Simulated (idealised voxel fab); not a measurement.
The process module that follows is named voxel trench capacitor.
Section cut is 145 nm wide and gridded with 5 nm square cells.
Heads up, the way a cross-section reads in here is a grid of square cells, handed over as bands from the top down, with every band being one or more rows of cells.
Band: top height; bottom height; in nm. Then, left to right: material with width in nm, for each material. "throughout": a single material spanning edge to edge. "empty": empty space.
Height is counted from the level 0, under which the received wafer is composed throughout of one material. The lowest of the bands is not closed at the bottom but continues downward, in the notation "z 0 and below".
The width entry "30..40" should be interpreted row by row: the top row of cells in the band takes the first number, the bottom row takes the second number, and the change between adjacent rows is uniform throughout.
"nothing altered" -> step changed no cross-section cell.
Empty spaces counting at least 8 cells and having no open way to the top are listed in "closed voids". The notation width x height at distance is used for each, the distance being from the left edge and all three values in nm.
On a step's line, text after the settings is the simulator commenting on that step.
overlay nm: where the mask lay relative to plan, measured to the right, on steps with a mask; negatives go left.
-- List of planned process steps
1 RECEIVE, material Si
2 CONFORMAL_DEP, material SiN, thk nm 5
3 DIRECTIONAL_DEP, material aC, thk nm 15
4 PATTERN, tone open, mask id TRENCH, material resist, width nm 15, pitch nm 45, thk nm 35, overlay nm 0
5 DIRECTIONAL_ETCH, etch materials aC, depth nm 15
6 STRIP, etch materials resist
7 DIRECTIONAL_ETCH, etch materials SiN, depth nm 5
8 DIRECTIONAL_ETCH, etch materials Si, depth nm 40
9 STRIP, etch materials aC
10 CONFORMAL_DEP, material Al2O3, thk nm 5
11 FILL_DEP, material polySi, thk nm 10
12 CMP, height nm 5
-- First of two wafers - as planned
-- As-received wafer cross-section (after step 1)
* z 0 and below | Si throughout
* closed voids: none
-- State of the wafer after step 2, shown in cross-section
* z 5 to 0 | SiN throughout
* Lower than 0, everything is as it was.
-- State of the wafer after step 3, shown in cross-section
* z 20 to 5 | aC throughout
* Lower than 5, everything is as it was.
-- State of the wafer after step 4, shown in cross-section
* z 55 to 20 | resist (40), then empty (15), then resist (30), then empty (15), then resist (45)
* Lower than 20, everything is as it was.
-- State of the wafer after step 5, shown in cross-section
* z 40 to 20 | resist (40), then empty (15), then resist (30), then empty (15), then resist (45)
* z 20 to 5 | aC (40), then empty (15), then aC (30), then empty (15), then aC (45)
* Lower than 5, everything is as it was.
-- State of the wafer after step 6, shown in cross-section
* z 20 to 5 | aC (40), then empty (15), then aC (30), then empty (15), then aC (45)
* Lower than 5, everything is as it was.
-- State of the wafer after step 7, shown in cross-section
* z 20 to 5 | aC (40), then empty (15), then aC (30), then empty (15), then aC (45)
* z 5 to 0 | SiN (40), then empty (15), then SiN (30), then empty (15), then SiN (45)
* Lower than 0, everything is as it was.
-- State of the wafer after step 8, shown in cross-section
* z 20 to 5 | aC (40), then empty (15), then aC (30), then empty (15), then aC (45)
* z 5 to 0 | SiN (40), then empty (15), then SiN (30), then empty (15), then SiN (45)
* z 0 to -40 | Si (40), then empty (15), then Si (30), then empty (15), then Si (45)
* Lower than -40, everything is as it was.
-- State of the wafer after step 9, shown in cross-section
* z 5 to 0 | SiN (40), then empty (15), then SiN (30), then empty (15), then SiN (45)
* Lower than 0, everything is as it was.
-- State of the wafer after step 10, shown in cross-section
* z 10 to 5 | Al2O3 (45), then empty (5), then Al2O3 (40), then empty (5), then Al2O3 (50)
* z 5 to 0 | SiN (40), then Al2O3 (5), then empty (5), then Al2O3 (5), then SiN (30), then Al2O3 (5), then empty (5), then Al2O3 (5), then SiN (45)
* z 0 to -35 | Si (40), then Al2O3 (5), then empty (5), then Al2O3 (5), then Si (30), then Al2O3 (5), then empty (5), then Al2O3 (5), then Si (45)
* z -35 to -40 | Si (40), then Al2O3 (15), then Si (30), then Al2O3 (15), then Si (45)
* Lower than -40, everything is as it was.
-- State of the wafer after step 11, shown in cross-section
* z 20 to 10 | polySi throughout
* z 10 to 5 | Al2O3 (45), then polySi (5), then Al2O3 (40), then polySi (5), then Al2O3 (50)
* z 5 to 0 | SiN (40), then Al2O3 (5), then polySi (5), then Al2O3 (5), then SiN (30), then Al2O3 (5), then polySi (5), then Al2O3 (5), then SiN (45)
* z 0 to -35 | Si (40), then Al2O3 (5), then polySi (5), then Al2O3 (5), then Si (30), then Al2O3 (5), then polySi (5), then Al2O3 (5), then Si (45)
* Lower than -35, everything is as it was.
-- State of the wafer after step 12, shown in cross-section
* z 5 to 0 | SiN (40), then Al2O3 (5), then polySi (5), then Al2O3 (5), then SiN (30), then Al2O3 (5), then polySi (5), then Al2O3 (5), then SiN (45)
* Lower than 0, everything is as it was.
-- Okay, second wafer. Nothing different at the start, nothing different in the plan, just one mistake somewhere in the running. As far as step 11, counting that step, it's the first wafer all over again
-- Planned end of step 12: second wafer, cross-section
* z 5 to 0 | SiN (40), then Al2O3 (5), then polySi (5), then Al2O3 (5), then SiN (30), then Al2O3 (5), then polySi (5), then Al2O3 (5), then SiN (45)
* Lower than 0, everything is as it was.
Heads up, the wafer didn't run the way we planned it: step 12 from the plan got run twice
Honestly, by the end the two wafers have the same cross-section, so the mistake just doesn't show up in what this model computes.
